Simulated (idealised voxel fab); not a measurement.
Process module heading - voxel gate over fins
Square cells of 5 nm make up the cross-section cut, whose width is 215 nm.
If you're reading a cross-section in this doc, picture square cells in a grid; it comes to you as bands, top ones listed first down to the bottom, and a band can be one or more rows of cells. The entry gives the band's vertical extent as a top height and a bottom height in nm, then its horizontal make-up as materials from left to right, each with a width in nm. "blank" stands for empty space; a single material marked "edge to edge" fills the band edge to edge. Beneath 0, the wafer as received is one material, and that level is where height counting begins. The lowest band goes on downward without a bottom; it is written like "0 and below". Think of "30 to 40" as a width that walks from the first number to the second as you go down the band, top row to bottom row, taking equal-sized steps from row to row. "no change occurred" (step): cross-section cells unchanged, all of them. Listed in "Closed cavity list": every empty space of 8 or more cells without an open way to the top. Form: width x height at distance, the distance being from the left edge, all in nm. Read whatever lies past the settings on a step's line as the simulator's own remark about the step. The "overlay nm" setting may appear on a step's line; for a step that uses a mask, it gives how far to the right of its planned position the mask lay, and a negative value indicates the left.

Listed below are the process steps as planned:
step 1: RECEIVE,material Si
step 2: CONFORMAL_DEP,material SiN,thk nm 5
step 3: PATTERN,tone cover,mask id FINS,material resist,width nm 15,pitch nm 50,thk nm 20,overlay nm 0
step 4: DIRECTIONAL_ETCH,etch materials SiN,depth nm 5
step 5: DIRECTIONAL_ETCH,etch materials Si,depth nm 40
step 6: STRIP,etch materials resist
step 7: FILL_DEP,material SiO2,thk nm 5
step 8: CMP,height nm 5
step 9: PATTERN,tone open,mask id RAIL,material resist,width nm 15,thk nm 20,overlay nm 0
step 10: DIRECTIONAL_ETCH,etch materials SiO2,depth nm 40
step 11: STRIP,etch materials resist
step 12: CONFORMAL_DEP,material TiN,thk nm 5
step 13: FILL_DEP,material Ru,thk nm 10
step 14: CMP,height nm 5
step 15: SELECTIVE_ETCH,etch materials W Ru TiN,depth nm 25
step 16: FILL_DEP,material SiO2,thk nm 5
step 17: CMP,height nm 5
step 18: SELECTIVE_ETCH,etch materials SiO2,depth nm 15
step 19: STRIP,etch materials SiN
step 20: CONFORMAL_DEP,material HfO2,thk nm 5
step 21: CONFORMAL_DEP,material TiN,thk nm 5
step 22: CONFORMAL_DEP,material TiAl,thk nm 5
step 23: CONFORMAL_DEP,material TiN,thk nm 5
step 24: FILL_DEP,material W,thk nm 10
step 25: CMP,height nm 25
step 26: CONFORMAL_DEP,material SiN,thk nm 5

Here's what the wafer looked like in cross-section when it arrived - that's after step 1:
	0 and below: Si edge to edge
	Closed cavity list: none

End-of-module cross-section. Starting structure and process plan as above; one mistake made in running it:
	30 down to 25: SiN edge to edge
	25 down to 15: W edge to edge
	15 down to 5: 10 of W  45 of TiN  5 of W  45 of TiN  5 of W  45 of TiN  5 of W  45 of TiN  10 of W
	5 down to 0: 20 of TiN  25 of HfO2  25 of TiN  25 of HfO2  25 of TiN  25 of HfO2  25 of TiN  25 of HfO2  20 of TiN
	0 down to -5: 20 of TiN  5 of HfO2  15 of Si  5 of HfO2  25 of TiN  5 of HfO2  15 of Si  5 of HfO2  25 of TiN  5 of HfO2  15 of Si  5 of HfO2  25 of TiN  5 of HfO2  15 of Si  5 of HfO2  20 of TiN
	-5 down to -10: 25 of HfO2  15 of Si  35 of HfO2  15 of Si  35 of HfO2  15 of Si  35 of HfO2  15 of Si  25 of HfO2
	-10 down to -20: 25 of SiO2  15 of Si  35 of SiO2  15 of Si  35 of SiO2  15 of Si  35 of SiO2  15 of Si  25 of SiO2
	-20 down to -30: 25 of SiO2  15 of Si  10 of SiO2  5 of TiN  5 of Ru  5 of TiN  10 of SiO2  15 of Si  35 of SiO2  15 of Si  35 of SiO2  15 of Si  25 of SiO2
	-30 down to -35: 25 of SiO2  15 of Si  10 of SiO2  15 of TiN  10 of SiO2  15 of Si  35 of SiO2  15 of Si  35 of SiO2  15 of Si  25 of SiO2
	-35 down to -40: 25 of SiO2  15 of Si  35 of SiO2  15 of Si  35 of SiO2  15 of Si  35 of SiO2  15 of Si  25 of SiO2
	-40 and below: Si edge to edge
	Closed cavity list: none
What broke from the plan during processing? step 22 of the plan was omitted and not executed
